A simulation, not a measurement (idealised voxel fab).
Process module under the name voxel transistor to metal
The width of the displayed cross-section, cut, is 300 nm; its cells are square, with a size of 5 nm.
Just so we're on the same page, the cross-sections are grids of square cells, and they're listed out in bands top to bottom, each band one or more rows deep. For a band, the entry starts with two heights in nm, that of the top and then that of the bottom, and carries on with the band's materials in order from left to right, each alongside its width in nm; the word "all across" beside a single material means it fills the band edge to edge, and "air" means empty space. Height datum 0, below which the as-received substrate wafer is one material. Lowest band open at the bottom, running downward: "0..down". You'd read "30 to 40" like this: the band's top row of cells is as wide as the first number, its bottom row is as wide as the second, and going down, every row changes width by the same amount as the row before did. Key: "same as before" - step with no changed cell in the cross-section. The entry titled "Sealed internal voids" provides the empty spaces that have no open way to the top, restricted to those of 8 cells or more. Each is presented as width x height at distance, the distance being measured from the left edge, with all three in nm. Anything after a step's settings on that line? It's the simulator's own note about the step. "overlay nm" denotes, for a step that has a mask, the displacement of the mask to the right of its planned place, with negative values corresponding to the left.
-- Listed below are the process steps as planned
1: RECEIVE: material Si
2: CONFORMAL_DEP: material SiO2, thk nm 5
3: CONFORMAL_DEP: material SiN, thk nm 15
4: PATTERN: tone cover, mask id ACTIVE, material resist, width nm 100, pitch nm 125, thk nm 15, overlay nm 0
5: DIRECTIONAL_ETCH: etch materials SiN, depth nm 15
6: DIRECTIONAL_ETCH: etch materials SiO2, depth nm 5
7: DIRECTIONAL_ETCH: etch materials Si, depth nm 20
8: STRIP: etch materials resist
9: FILL_DEP: material SiO2, thk nm 10
10: CMP: height nm 20
11: SELECTIVE_ETCH: etch materials SiO2, depth nm 15
12: STRIP: etch materials SiN
13: SELECTIVE_ETCH: etch materials SiO2, depth nm 5
14: OXIDIZE: depth nm 5
15: DIRECTIONAL_DEP: material polySi, thk nm 30
16: DIRECTIONAL_DEP: material SiCN, thk nm 10
17: PATTERN: tone cover, mask id GATE, material resist, width nm 20, pitch nm 125, thk nm 20, overlay nm 0
18: DIRECTIONAL_ETCH: etch materials SiCN, depth nm 20
19: DIRECTIONAL_ETCH: etch materials polySi, depth nm 40
20: STRIP: etch materials resist
21: CONFORMAL_DEP: material SiO2, thk nm 5
22: DIRECTIONAL_ETCH: etch materials SiO2, depth nm 5
23: CONFORMAL_DEP: material SiN, thk nm 5
24: DIRECTIONAL_ETCH: etch materials SiN, depth nm 5
25: DIRECTIONAL_ETCH: etch materials SiO2, depth nm 5
26: DIRECTIONAL_ETCH: etch materials Si, depth nm 10
27: EPI: material pSi, thk nm 15
28: FILL_DEP: material SiO2, thk nm 10
29: CMP: height nm 40
30: DIRECTIONAL_DEP: material SiO2, thk nm 10
31: PATTERN: tone open, mask id CONTACT, material resist, width nm 30, thk nm 20, overlay nm 0
32: DIRECTIONAL_ETCH: etch materials SiO2, depth nm 50
33: STRIP: etch materials resist
34: CONFORMAL_DEP: material TiN, thk nm 5
35: FILL_DEP: material Ru, thk nm 5
36: CMP: height nm 50
37: DIRECTIONAL_DEP: material TiN, thk nm 5
38: DIRECTIONAL_DEP: material W, thk nm 25
39: DIRECTIONAL_DEP: material aC, thk nm 10
40: PATTERN: tone cover, mask id METAL_1, material resist, width nm 15, thk nm 30, overlay nm 0
41: DIRECTIONAL_ETCH: etch materials aC, depth nm 10
42: STRIP: etch materials resist
43: DIRECTIONAL_ETCH: etch materials W, depth nm 25
44: DIRECTIONAL_ETCH: etch materials TiN, depth nm 5
45: STRIP: etch materials aC
46: CONFORMAL_DEP: material SiCN, thk nm 5
47: FILL_DEP: material SiO2, thk nm 10
48: CMP: height nm 80
49: CONFORMAL_DEP: material SiCN, thk nm 5
-- So this is the incoming wafer in cross-section - it's already been through step 1
0..down: Si all across
Sealed internal voids: none
-- The cross-section shown corresponds to the wafer at the conclusion of the module. The initial structure and the process plan are those presented above; however, one mistake occurred in executing the plan
85..80: SiCN all across
80..55: SiO2 35 nm; SiCN 5 nm; W 15 nm; SiCN 5 nm; SiO2 50 nm; SiCN 5 nm; W 15 nm; SiCN 5 nm; SiO2 25 nm; SiCN 5 nm; W 15 nm; SiCN 5 nm; SiO2 50 nm; SiCN 5 nm; W 15 nm; SiCN 5 nm; SiO2 40 nm
55..50: SiCN 40 nm; TiN 15 nm; SiCN 60 nm; TiN 15 nm; SiCN 35 nm; TiN 15 nm; SiCN 60 nm; TiN 15 nm; SiCN 45 nm
50..40: SiO2 40 nm; TiN 5 nm; Ru 20 to 15 nm; TiN 5 to 10 nm; SiO2 30 nm; TiN 5 to 10 nm; Ru 20 to 15 nm; TiN 5 nm; SiO2 35 nm; TiN 5 nm; Ru 20 to 15 nm; TiN 5 to 10 nm; SiO2 30 nm; TiN 5 to 10 nm; Ru 20 to 15 nm; TiN 5 nm; SiO2 45 nm
40..30: SiO2 40 nm; TiN 5 nm; Ru 15 nm; TiN 5 nm; SiN 5 nm; SiO2 5 nm; SiCN 20 nm; SiO2 5 nm; SiN 5 nm; TiN 5 nm; Ru 15 nm; TiN 5 nm; SiO2 35 nm; TiN 5 nm; Ru 15 nm; TiN 5 nm; SiN 5 nm; SiO2 5 nm; SiCN 20 nm; SiO2 5 nm; SiN 5 nm; TiN 5 nm; Ru 15 nm; TiN 5 nm; SiO2 45 nm
30..15: SiO2 40 nm; TiN 5 nm; Ru 15 nm; TiN 5 nm; SiN 5 nm; SiO2 5 nm; polySi 20 nm; SiO2 5 nm; SiN 5 nm; TiN 5 nm; Ru 15 nm; TiN 5 nm; SiO2 35 nm; TiN 5 nm; Ru 15 nm; TiN 5 nm; SiN 5 nm; SiO2 5 nm; polySi 20 nm; SiO2 5 nm; SiN 5 nm; TiN 5 nm; Ru 15 nm; TiN 5 nm; SiO2 45 nm
15..10: SiO2 40 nm; TiN 25 nm; SiN 5 nm; SiO2 5 nm; polySi 20 nm; SiO2 5 nm; SiN 5 nm; TiN 25 nm; SiO2 35 nm; TiN 25 nm; SiN 5 nm; SiO2 5 nm; polySi 20 nm; SiO2 5 nm; SiN 5 nm; TiN 25 nm; SiO2 45 nm
10..0: SiO2 40 nm; TiN 10 nm; pSi 15 nm; SiN 5 nm; SiO2 5 nm; polySi 20 nm; SiO2 5 nm; SiN 5 nm; pSi 15 nm; TiN 10 nm; SiO2 35 nm; TiN 10 nm; pSi 15 nm; SiN 5 nm; SiO2 5 nm; polySi 20 nm; SiO2 5 nm; SiN 5 nm; pSi 15 nm; TiN 10 nm; SiO2 45 nm
0..-5: SiO2 30 nm; pSi 35 nm; SiO2 40 nm; pSi 35 nm; SiO2 15 nm; pSi 35 nm; SiO2 40 nm; pSi 35 nm; SiO2 35 nm
-5..-15: SiO2 35 nm; pSi 30 nm; Si 40 nm; pSi 30 nm; SiO2 25 nm; pSi 30 nm; Si 40 nm; pSi 30 nm; SiO2 40 nm
-15..-40: SiO2 35 nm; Si 100 nm; SiO2 25 nm; Si 100 nm; SiO2 40 nm
-40..down: Si all across
Sealed internal voids: none
Want to know what went wrong? step 7 of the plan was twice carried out
